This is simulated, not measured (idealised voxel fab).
process module | voxel transistor to metal
cross-section cut | 185 nm wide | cells 5 nm
A cross-section is a grid of square cells, given in bands from the top down. A band is one or more rows of cells.
Each band's line starts with the height of the band's top and of its bottom, in nm. Then come its materials from left to right, each with its width in nm. One material with "throughout" fills the band from edge to edge. "air" is empty space.
Height 0 is the level under which the wafer as received is all one material. The lowest band goes on downwards, as in "0 down".
A width such as "30 to 40" changes by the same amount from each row of cells to the next, from the band's top row to its bottom row.
"no change" after a step means that no cell of the cross-section changed.
closed voids: empty space of 8 cells or more with no open way to the top, each as width x height at its distance from the left edge, in nm
after a step's settings: what the simulator itself notes on the step
overlay nm, on a step with a mask: how far to the right of its planned place the mask lay; to the left if negative
plan
1 op RECEIVE | material Si
2 op OXIDIZE | depth nm 5
3 op CONFORMAL_DEP | material SiN | thk nm 10
4 op MASKED_ETCH | tone cover | mask id ACTIVE | width nm 100 | etch materials SiN | depth nm 10 | overlay nm 0
5 op MASKED_ETCH | tone cover | mask id ACTIVE | width nm 100 | etch materials SiO2 | depth nm 5 | overlay nm 0
6 op MASKED_ETCH | tone cover | mask id ACTIVE | width nm 100 | etch materials Si | depth nm 20 | overlay nm 0
7 op OXIDIZE | depth nm 5
8 op FILL_DEP | material SiO2 | thk nm 10
9 op CMP | height nm 10
10 op SELECTIVE_ETCH | etch materials SiO2 | depth nm 10
11 op STRIP | etch materials SiN
12 op SELECTIVE_ETCH | etch materials SiO2 | depth nm 5
13 op OXIDIZE | depth nm 5
14 op DIRECTIONAL_DEP | material polySi | thk nm 25
15 op DIRECTIONAL_DEP | material SiCN | thk nm 15
16 op PATTERN | tone cover | mask id GATE | material resist | width nm 20 | thk nm 20 | overlay nm 0
17 op DIRECTIONAL_ETCH | etch materials SiCN | depth nm 25
18 op DIRECTIONAL_ETCH | etch materials polySi | depth nm 35
19 op STRIP | etch materials resist
20 op CONFORMAL_DEP | material SiN | thk nm 5
21 op DIRECTIONAL_ETCH | etch materials SiN | depth nm 5
22 op DIRECTIONAL_ETCH | etch materials SiO2 | depth nm 5
23 op DIRECTIONAL_ETCH | etch materials Si | depth nm 10
24 op EPI | material nSi | thk nm 15
25 op FILL_DEP | material SiO2 | thk nm 10
26 op CMP | height nm 35
27 op DIRECTIONAL_DEP | material SiO2 | thk nm 15
28 op DIRECTIONAL_DEP | material aC | thk nm 10
29 op PATTERN | tone open | mask id CONTACT | material resist | width nm 15 | pitch nm 75 | thk nm 25 | overlay nm 0
30 op DIRECTIONAL_ETCH | etch materials aC | depth nm 10
31 op STRIP | etch materials resist
32 op DIRECTIONAL_ETCH | etch materials SiO2 | depth nm 45
33 op STRIP | etch materials aC
34 op CONFORMAL_DEP | material TiN | thk nm 5
35 op FILL_DEP | material W | thk nm 10
36 op CMP | height nm 50
37 op CONFORMAL_DEP | material SiCN | thk nm 5
38 op DIRECTIONAL_DEP | material lowk | thk nm 25
39 op PATTERN | tone open | mask id METAL_1 | material resist | width nm 15 | pitch nm 75 | thk nm 20 | overlay nm 0
40 op DIRECTIONAL_ETCH | etch materials lowk | depth nm 25
41 op DIRECTIONAL_ETCH | etch materials SiCN | depth nm 5
42 op STRIP | etch materials resist
43 op CONFORMAL_DEP | material TiN | thk nm 5
44 op FILL_DEP | material Ru | thk nm 5
45 op CMP | height nm 80
46 op CONFORMAL_DEP | material SiN | thk nm 5
varied across the wafers: depth nm of step 32. The plan shows the first wafer's value. All wafers start alike
first wafer as received, after step 1
  0 down: Si throughout
  closed voids: none
first wafer at the end, after step 46
  85 to 80: SiN throughout
  80 to 55: lowk 45 | TiN 5 | Ru 5 | TiN 5 | lowk 60 | TiN 5 | Ru 5 | TiN 5 | lowk 50
  55 to 50: SiCN 45 | TiN 15 | SiCN 60 | TiN 15 | SiCN 50
  50 to 35: SiO2 45 | TiN 5 | W 5 | TiN 5 | SiO2 60 | TiN 5 | W 5 | TiN 5 | SiO2 50
  35 to 20: SiO2 45 | TiN 5 | W 5 | TiN 5 | SiO2 15 | SiN 5 | SiCN 20 | SiN 5 | SiO2 15 | TiN 5 | W 5 | TiN 5 | SiO2 50
  20 to 10: SiO2 45 | TiN 5 | W 5 | TiN 5 | SiO2 15 | SiN 5 | polySi 20 | SiN 5 | SiO2 15 | TiN 5 | W 5 | TiN 5 | SiO2 50
  10 to 5: SiO2 45 | TiN 15 | SiO2 15 | SiN 5 | polySi 20 | SiN 5 | SiO2 15 | TiN 15 | SiO2 50
  5 to -5: SiO2 60 | nSi 15 | SiN 5 | polySi 20 | SiN 5 | nSi 15 | SiO2 65
  -5 to -10: SiO2 40 | nSi 35 | SiO2 30 | nSi 35 | SiO2 45
  -10 to -20: SiO2 45 | nSi 30 | Si 30 | nSi 30 | SiO2 50
  -20 to -30: SiO2 45 | Si 90 | SiO2 50
  -30 down: Si throughout
  closed voids: none
last wafer at the end
  85 to 80: SiN throughout
  80 to 55: lowk 45 | TiN 5 | Ru 5 | TiN 5 | lowk 60 | TiN 5 | Ru 5 | TiN 5 | lowk 50
  55 to 50: SiCN 45 | TiN 15 | SiCN 60 | TiN 15 | SiCN 50
  50 to 35: SiO2 45 | TiN 5 | W 5 | TiN 5 | SiO2 60 | TiN 5 | W 5 | TiN 5 | SiO2 50
  35 to 20: SiO2 45 | TiN 5 | W 5 | TiN 5 | SiO2 15 | SiN 5 | SiCN 20 | SiN 5 | SiO2 15 | TiN 5 | W 5 | TiN 5 | SiO2 50
  20 to 5: SiO2 45 | TiN 5 | W 5 | TiN 5 | SiO2 15 | SiN 5 | polySi 20 | SiN 5 | SiO2 15 | TiN 5 | W 5 | TiN 5 | SiO2 50
  5 to 0: SiO2 45 | TiN 5 | W 5 | TiN 5 | nSi 15 | SiN 5 | polySi 20 | SiN 5 | nSi 15 | TiN 5 | W 5 | TiN 5 | SiO2 50
  0 to -5: SiO2 45 | TiN 15 | nSi 15 | SiN 5 | polySi 20 | SiN 5 | nSi 15 | TiN 15 | SiO2 50
  -5 to -10: SiO2 40 | nSi 35 | SiO2 30 | nSi 35 | SiO2 45
  -10 to -20: SiO2 45 | nSi 30 | Si 30 | nSi 30 | SiO2 50
  -20 to -30: SiO2 45 | Si 90 | SiO2 50
  -30 down: Si throughout
  closed voids: none
each wafer at the end: cells of each material gained (+) or lost (-) since it was received, then its closed voids
depth nm 45 | +10 Ru | -174 Si | +43 SiCN | +53 SiN | +392 SiO2 | +64 TiN | +16 W | +155 lowk | +50 nSi | +20 polySi | closed voids: none
depth nm 50 | +10 Ru | -174 Si | +43 SiCN | +53 SiN | +386 SiO2 | +68 TiN | +18 W | +155 lowk | +50 nSi | +20 polySi | closed voids: none
depth nm 55 | +10 Ru | -174 Si | +43 SiCN | +53 SiN | +380 SiO2 | +72 TiN | +20 W | +155 lowk | +50 nSi | +20 polySi | closed voids: none
depth nm 60 | +10 Ru | -174 Si | +43 SiCN | +53 SiN | +380 SiO2 | +72 TiN | +20 W | +155 lowk | +50 nSi | +20 polySi | closed voids: none
depth nm 65 | +10 Ru | -174 Si | +43 SiCN | +53 SiN | +380 SiO2 | +72 TiN | +20 W | +155 lowk | +50 nSi | +20 polySi | closed voids: none
depth nm 70 | +10 Ru | -174 Si | +43 SiCN | +53 SiN | +380 SiO2 | +72 TiN | +20 W | +155 lowk | +50 nSi | +20 polySi | closed voids: none
